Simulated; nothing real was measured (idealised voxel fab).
Process module in this document: voxel fin reveal
Cross-sectional view cut (width: 250 nm; square cell size: 5 nm).
We lay out every cross-section as a grid of square cells and spell it out in bands from the top down, where one band means one or more rows of cells.
Read a band's entry like this: the first values are the height of its top and the height of its bottom in nm, and what follows is the sequence of materials from left to right, each with its width in nm. Note that "empty" is empty space, and that a single material marked "edge to edge" reaches across the band from edge to edge.
The level at which height equals 0 is the one under which the wafer, as it arrives, is entirely one material. No lower edge exists for the bottom band, which continues downward and is notated as in "0..down".
Graded width ("30..40"): value in top row of band = first number; value in bottom row = second number; row-to-row change constant.
Step marked "nothing different"? Then no cell in the cross-section changed in it.
Reported under the label "Tabulated closed voids" are the empty spaces having no open way to the top and comprising 8 cells or more; the notation for each is width x height at distance, in which the distance is measured from the left edge and all three values are in nm.
It should be noted that, on the line of a given step, the content following the step's settings is a remark produced by the simulator itself with respect to that step.
A step line may carry the setting "overlay nm", which, for steps involving a mask, states the distance by which the mask lay to the right of its intended position; negative values denote displacement to the left.

**plan**
- 1: RECEIVE | material Si
- 2: CONFORMAL_DEP | material SiN | thk nm 10
- 3: DIRECTIONAL_DEP | material aC | thk nm 15
- 4: PATTERN | tone cover | mask id FINS | material resist | width nm 15 | pitch nm 40 | thk nm 35 | overlay nm 0
- 5: DIRECTIONAL_ETCH | etch materials aC | depth nm 15
- 6: STRIP | etch materials resist
- 7: DIRECTIONAL_ETCH | etch materials SiN | depth nm 10
- 8: DIRECTIONAL_ETCH | etch materials Si | depth nm 30
- 9: STRIP | etch materials aC
- 10: OXIDIZE | depth nm 5
- 11: FILL_DEP | material SiO2 | thk nm 5
- 12: CMP | height nm 10
- 13: SELECTIVE_ETCH | etch materials SiO2 | depth nm 30
- 14: STRIP | etch materials SiN
- 15: CONFORMAL_DEP | material SiO2 | thk nm 5

**Shown in cross-section is the wafer as received, that is, as it stands after step 1**
- 0..down  Si edge to edge
- Tabulated closed voids: none

**Cross-section, first of two wafers, end of module, run as planned**
- 5..0  empty 75, then SiO2 15, then empty 25, then SiO2 15, then empty 25, then SiO2 15, then empty 80
- 0..-15  empty 75, then SiO2 5, then Si 5, then SiO2 5, then empty 25, then SiO2 5, then Si 5, then SiO2 5, then empty 25, then SiO2 5, then Si 5, then SiO2 5, then empty 80
- -15..-35  SiO2 80, then Si 5, then SiO2 35, then Si 5, then SiO2 35, then Si 5, then SiO2 85
- -35..down  Si edge to edge
- Tabulated closed voids: none

**Wafer two, end of module, cross-section. Same start, same plan as wafer one. One mistake in the run**
- 0..-20  empty 80, then Si 5, then empty 35, then Si 5, then empty 35, then Si 5, then empty 85
- -20..-35  SiO2 80, then Si 5, then SiO2 35, then Si 5, then SiO2 35, then Si 5, then SiO2 85
- -35..down  Si edge to edge
- Tabulated closed voids: none
Here's what went sideways: step 15 from the plan never happened, it was just skipped
Final tally in cells, some materials are higher or lower on the second wafer than on the first: -74 SiO2
